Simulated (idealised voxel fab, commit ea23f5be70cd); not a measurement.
The name of this process module is voxel double patterning.
cross-section cut | 170 nm wide | cells 5 nm
Each cross-section below is a grid of square cells, stated as bands in top-down order, with one or more rows of cells making up each band. Within each band entry, the heights of the top and of the bottom of the band appear first, in that order and in nm; the materials of the band then follow from left to right, each with its corresponding width in nm. The designation "throughout" on a single material indicates that it fills the band from edge to edge; the designation "empty" indicates empty space. Convention: height 0 is the level below which the wafer, as received, is all one material. The lowest band does not terminate at the bottom but continues downward, represented as "top 0, no bottom". The notation "30 to 40" denotes a width that varies across the rows of cells in the band, beginning at the first number in the top row, finishing at the second number in the bottom row, and changing by an identical amount from each row to the next. "same as before" for a step: no cell of the cross-section changed in that step. "Closed void catalog" specifies each empty space that is not open to the top and that occupies no fewer than 8 cells, using the form width x height at distance, the distance measured from the left edge and all three quantities in nm. Read whatever lies past the settings on a step's line as the simulator's own remark about the step. Steps that use a mask can have "overlay nm" on their line. It says how far the mask sat to the right of where it was meant to be. Negative means to the left.

## The steps planned for the process are as follows
1) op RECEIVE | material Si
2) op CONFORMAL_DEP | material SiN | thk nm 10
3) op DIRECTIONAL_DEP | material SiO2 | thk nm 10
4) op DIRECTIONAL_DEP | material SiCN | thk nm 5
5) op MASKED_ETCH | tone open | mask id FIRST | width nm 15 | pitch nm 50 | etch materials SiCN | depth nm 5 | overlay nm 0
6) op PATTERN | tone open | mask id SECOND | material resist | width nm 15 | thk nm 20 | overlay nm 0
7) op DIRECTIONAL_ETCH | etch materials SiCN | depth nm 5
8) op STRIP | etch materials resist
9) op DIRECTIONAL_ETCH | etch materials SiO2 | depth nm 10
10) op STRIP | etch materials SiCN

## Run as planned: first of two wafers

## Cross-section of the wafer at receipt, which is the condition after step 1
top 0, no bottom = Si throughout
Closed void catalog: none

## Cross-section of the wafer subsequent to step 2
top 10, bottom 0 = SiN throughout
All layers under 0 are left as they were.

## Cross-section of the wafer subsequent to step 3
top 20, bottom 10 = SiO2 throughout
All layers under 10 are left as they were.

## Cross-section of the wafer subsequent to step 4
top 25, bottom 20 = SiCN throughout
All layers under 20 are left as they were.

## Cross-section of the wafer subsequent to step 5
top 25, bottom 20 = 50 SiCN / 15 empty / 35 SiCN / 15 empty / 55 SiCN
All layers under 20 are left as they were.

## Cross-section of the wafer subsequent to step 6
top 45, bottom 25 = 75 resist / 15 empty / 80 resist
top 25, bottom 20 = 50 SiCN / 15 resist / 35 SiCN / 15 resist / 55 SiCN
All layers under 20 are left as they were.

## Cross-section of the wafer subsequent to step 7
top 45, bottom 25 = 75 resist / 15 empty / 80 resist
top 25, bottom 20 = 50 SiCN / 15 resist / 10 SiCN / 15 empty / 10 SiCN / 15 resist / 55 SiCN
All layers under 20 are left as they were.

## Cross-section of the wafer subsequent to step 8
top 25, bottom 20 = 50 SiCN / 15 empty / 10 SiCN / 15 empty / 10 SiCN / 15 empty / 55 SiCN
All layers under 20 are left as they were.

## Cross-section of the wafer subsequent to step 9
top 25, bottom 20 = 50 SiCN / 15 empty / 10 SiCN / 15 empty / 10 SiCN / 15 empty / 55 SiCN
top 20, bottom 10 = 50 SiO2 / 15 empty / 10 SiO2 / 15 empty / 10 SiO2 / 15 empty / 55 SiO2
All layers under 10 are left as they were.

## Cross-section of the wafer subsequent to step 10
top 20, bottom 10 = 50 SiO2 / 15 empty / 10 SiO2 / 15 empty / 10 SiO2 / 15 empty / 55 SiO2
All layers under 10 are left as they were.

## The remaining wafer, second of the two, started like the first and was run to the same plan, except that one mistake was made along the way; the two coincide through step 9, inclusive

## Cross-section of the second wafer when, according to plan, step 10 should have finished
top 20, bottom 10 = 50 SiO2 / 15 empty / 10 SiO2 / 15 empty / 10 SiO2 / 15 empty / 55 SiO2
All layers under 10 are left as they were.
Misprocessing identified: yeah, plan step 10 got run twice
The mistake has no effect on what this model computes, because the two wafers end with the same cross-section.
